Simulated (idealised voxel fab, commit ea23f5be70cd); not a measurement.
This section sets out a process module, namely voxel trench capacitor.
Square cell edge 5 nm, section width 205 nm, ID cut.
A cross-section in this document is a grid of square cells, and it is written down as bands, the top band listed before the ones below it; a band is made up of one or more rows of cells.
The entry gives the band's vertical extent as a top height and a bottom height in nm, then its horizontal make-up as materials from left to right, each with a width in nm. "empty" stands for empty space; a single material marked "full width" fills the band edge to edge.
Note: height 0 marks the level under which the wafer is uniformly one material as received. Lowest band unbounded below, written "0 nm and below".
Top row gets the first number, bottom row gets the second, and each row in between changes by the same step: that is how a band width like "30 to 40" works.
Where the words "all unchanged" appear for a step, the cross-section shows no cell changed by that step; every cell remained as before.
Listed in "Closed void entries": every empty space of 8 or more cells without an open way to the top. Form: width x height at distance, the distance being from the left edge, all in nm.
Text after the settings on a step's line: the simulator's own remark on that step.
overlay nm: on a step with a mask, how far right of its planned place the mask lay; negative means left.

### The planned process steps are enumerated hereunder
1 RECEIVE (material Si)
2 CONFORMAL_DEP (material SiN; thk nm 10)
3 MASKED_ETCH (tone open; mask id TRENCH; width nm 25; pitch nm 45; etch materials SiN; depth nm 10; overlay nm 0)
4 MASKED_ETCH (tone open; mask id TRENCH; width nm 25; pitch nm 45; etch materials Si; depth nm 25; overlay nm 0)
5 CONFORMAL_DEP (material Al2O3; thk nm 5)
6 FILL_DEP (material polySi; thk nm 5)
7 CMP (height nm 10)

### Here's what the wafer looked like in cross-section when it arrived - that's after step 1
- 0 nm and below  Si full width
- Closed void entries: none

### Here's the wafer cut in cross-section after the module, started and planned just like above, except one thing was done wrong in the run
- 10 nm to 0 nm  SiN: 65  Al2O3: 5  polySi: 15  Al2O3: 5  SiN: 20  Al2O3: 5  polySi: 15  Al2O3: 5  SiN: 70
- 0 nm to -45 nm  Si: 65  Al2O3: 5  polySi: 15  Al2O3: 5  Si: 20  Al2O3: 5  polySi: 15  Al2O3: 5  Si: 70
- -45 nm to -50 nm  Si: 65  Al2O3: 25  Si: 20  Al2O3: 25  Si: 70
- -50 nm and below  Si full width
- Closed void entries: none
Want to know what went wrong? the plan had its step 4 run twice
